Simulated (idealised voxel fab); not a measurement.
Name of the process module below: voxel lift off
Section cut is 210 nm wide and gridded with 5 nm square cells.
Throughout this document, each cross-section is represented as a grid of square cells and is presented as a sequence of bands enumerated from the top downward, where a band comprises one or more rows of cells.
Each band's line starts with the height of the band's top and of its bottom, in nm. Then come its materials from left to right, each with its width in nm. One material with "everywhere" fills the band from edge to edge. "air" is empty space.
For the purposes of this specification, 0 denotes the height below which the wafer in its as-received condition is composed wholly of one material, and the lowermost band, lacking a lower limit, extends downward without end, as expressed in "0 and below".
You'd read "30 to 40" like this: the band's top row of cells is as wide as the first number, its bottom row is as wide as the second, and going down, every row changes width by the same amount as the row before did.
The cross-section has no changed cell in any step marked "nothing changed".
"Fully sealed cavities" means: voids of 8 cells or more that are shut off from the top with no open way through. Written width x height at distance, distance from the left edge, in nm.
If you see something after the settings on a step's line, that's the simulator's own remark about that step.
The "overlay nm" setting may appear on a step's line; for a step that uses a mask, it gives how far to the right of its planned position the mask lay, and a negative value indicates the left.

# This section lists the process steps that were planned
1) RECEIVE,material Si
2) CONFORMAL_DEP,material Al2O3,thk nm 15
3) PATTERN,tone open,mask id LINES,material resist,width nm 30,pitch nm 50,thk nm 30,overlay nm -15
4) DIRECTIONAL_DEP,material Ru,thk nm 15
5) STRIP,etch materials resist
6) CONFORMAL_DEP,material SiO2,thk nm 10
Wafer-to-wafer difference: overlay nm, step 3. Common start. Plan = first wafer's value.

# Step 1 complete: as-received cross-section of the first of several wafers
0 and below = Si everywhere
Fully sealed cavities: none

# Cross-sectional representation of the first of several wafers at the end of the module, i.e. after its terminal step, step 6
40 down to 30 = air: 15  SiO2: 150  air: 45
30 down to 25 = air: 15  SiO2: 10  Ru: 30  SiO2: 20  Ru: 30  SiO2: 20  Ru: 30  SiO2: 10  air: 45
25 down to 15 = SiO2: 25  Ru: 30  SiO2: 20  Ru: 30  SiO2: 20  Ru: 30  SiO2: 55
15 down to 0 = Al2O3 everywhere
0 and below = Si everywhere
Fully sealed cavities: none

# Sectional view of the last wafer upon completion of the module
40 down to 30 = air: 45  SiO2: 150  air: 15
30 down to 25 = air: 45  SiO2: 10  Ru: 30  SiO2: 20  Ru: 30  SiO2: 20  Ru: 30  SiO2: 10  air: 15
25 down to 15 = SiO2: 55  Ru: 30  SiO2: 20  Ru: 30  SiO2: 20  Ru: 30  SiO2: 25
15 down to 0 = Al2O3 everywhere
0 and below = Si everywhere
Fully sealed cavities: none

# each wafer at the end: cells of each material gained (+) or lost (-) since it was received, then its closed voids
overlay nm -15; +126 Al2O3; +54 Ru; +120 SiO2; Fully sealed cavities: none
overlay nm -10; +126 Al2O3; +54 Ru; +120 SiO2; Fully sealed cavities: none
overlay nm -5; +126 Al2O3; +54 Ru; +120 SiO2; Fully sealed cavities: none
overlay nm 0; +126 Al2O3; +54 Ru; +120 SiO2; Fully sealed cavities: none
overlay nm 5; +126 Al2O3; +54 Ru; +120 SiO2; Fully sealed cavities: none
overlay nm 10; +126 Al2O3; +54 Ru; +120 SiO2; Fully sealed cavities: none
overlay nm 15; +126 Al2O3; +54 Ru; +120 SiO2; Fully sealed cavities: none
